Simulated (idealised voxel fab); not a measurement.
This is a process module. Its name is voxel self aligned contacts.
230 nm wide, 5 nm square cells: that's cross-section cut.
The cross-sections in this document take the form of a grid made of square cells. They are written out as bands, in order from top to bottom. Each band consists of one or more rows of cells. For a band, the entry starts with two heights in nm, that of the top and then that of the bottom, and carries on with the band's materials in order from left to right, each alongside its width in nm; the word "throughout" beside a single material means it fills the band edge to edge, and "air" means empty space. Note: height 0 marks the level under which the wafer is uniformly one material as received. Lowest band unbounded below, written "top 0, no bottom". A width such as "30 to 40" changes by the same amount from each row of cells to the next, from the band's top row to its bottom row. Step marked "no change occurred"? Then no cell in the cross-section changed in it. "Sealed internal voids" means: voids of 8 cells or more that are shut off from the top with no open way through. Written width x height at distance, distance from the left edge, in nm. Heads up: the bit after the settings on a step's line is the simulator's remark on that step. overlay nm: on a step with a mask, how far right of its planned place the mask lay; negative means left.

THE STEPS PLANNED FOR THE PROCESS ARE AS FOLLOWS
| 1 | RECEIVE (material Si) |
| 2 | OXIDIZE (depth nm 5) |
| 3 | DIRECTIONAL_DEP (material polySi; thk nm 30) |
| 4 | DIRECTIONAL_DEP (material SiN; thk nm 25) |
| 5 | PATTERN (tone cover; mask id GATE; material resist; width nm 30; pitch nm 65; thk nm 20; overlay nm 0) |
| 6 | DIRECTIONAL_ETCH (etch materials SiN; depth nm 25) |
| 7 | DIRECTIONAL_ETCH (etch materials polySi; depth nm 30) |
| 8 | STRIP (etch materials resist) |
| 9 | CONFORMAL_DEP (material SiN; thk nm 10) |
| 10 | DIRECTIONAL_ETCH (etch materials SiN; depth nm 10) |
| 11 | FILL_DEP (material SiO2; thk nm 20) |
| 12 | CMP (height nm 65) |
| 13 | DIRECTIONAL_DEP (material aC; thk nm 15) |
| 14 | PATTERN (tone open; mask id CONTACT; material resist; width nm 45; pitch nm 65; thk nm 35; overlay nm 0) |
| 15 | DIRECTIONAL_ETCH (etch materials aC; depth nm 15) |
| 16 | STRIP (etch materials resist) |
| 17 | DIRECTIONAL_ETCH (etch materials SiO2; depth nm 70) |
| 18 | STRIP (etch materials aC) |
| 19 | CONFORMAL_DEP (material TiN; thk nm 5) |
| 20 | FILL_DEP (material W; thk nm 10) |
| 21 | CMP (height nm 65) |
| 22 | CONFORMAL_DEP (material SiCN; thk nm 5) |

INCOMING WAFER IN CROSS-SECTION (STATE: AFTER STEP 1)
- top 0, no bottom  Si throughout
- Sealed internal voids: none

CROSS-SECTIONAL VIEW OF THE FIRST OF THE TWO WAFERS UPON COMPLETION OF THE MODULE, PROCESSED IN ACCORDANCE WITH THE PLAN
- top 70, bottom 65  SiCN throughout
- top 65, bottom 55  60 nm SiO2, then 5 to 20 nm TiN, then 35 to 5 nm W, then 5 to 20 nm TiN, then 20 nm SiO2, then 5 to 20 nm TiN, then 35 to 5 nm W, then 5 to 20 nm TiN, then 60 nm SiO2
- top 55, bottom 30  25 nm SiO2, then 50 nm SiN, then 5 nm TiN, then 5 nm W, then 5 nm TiN, then 50 nm SiN, then 5 nm TiN, then 5 nm W, then 5 nm TiN, then 50 nm SiN, then 25 nm SiO2
- top 30, bottom 0  25 nm SiO2, then 10 nm SiN, then 30 nm polySi, then 10 nm SiN, then 5 nm TiN, then 5 nm W, then 5 nm TiN, then 10 nm SiN, then 30 nm polySi, then 10 nm SiN, then 5 nm TiN, then 5 nm W, then 5 nm TiN, then 10 nm SiN, then 30 nm polySi, then 10 nm SiN, then 25 nm SiO2
- top 0, bottom -5  75 nm SiO2, then 15 nm TiN, then 50 nm SiO2, then 15 nm TiN, then 75 nm SiO2
- top -5, no bottom  Si throughout
- Sealed internal voids: none

SO THIS IS WAFER NUMBER TWO OF THE TWO, CUT AT THE END OF THE MODULE - IT STARTED WHERE THE FIRST DID AND HAD THE SAME PLAN, WE JUST GOT ONE THING WRONG RUNNING IT
- top 70, bottom 65  SiCN throughout
- top 65, bottom 60  25 nm SiO2, then 50 nm SiN, then 5 nm TiN, then 5 nm W, then 5 nm TiN, then 50 nm SiN, then 5 nm TiN, then 5 nm W, then 5 nm TiN, then 50 nm SiN, then 25 nm SiO2
- top 60, bottom 55  25 nm SiO2, then 50 nm SiN, then 15 nm TiN, then 50 nm SiN, then 15 nm TiN, then 50 nm SiN, then 25 nm SiO2
- top 55, bottom 30  SiN throughout
- top 30, bottom 0  polySi throughout
- top 0, bottom -5  SiO2 throughout
- top -5, no bottom  Si throughout
- Sealed internal voids: none
What was the processing mistake? yeah, plan step 4 got run twice
Upon completion, the second wafer contains, in terms of cells, a greater or smaller amount of certain materials than the first wafer: SiN +68, SiO2 -140, TiN -60, W -36, polySi +168
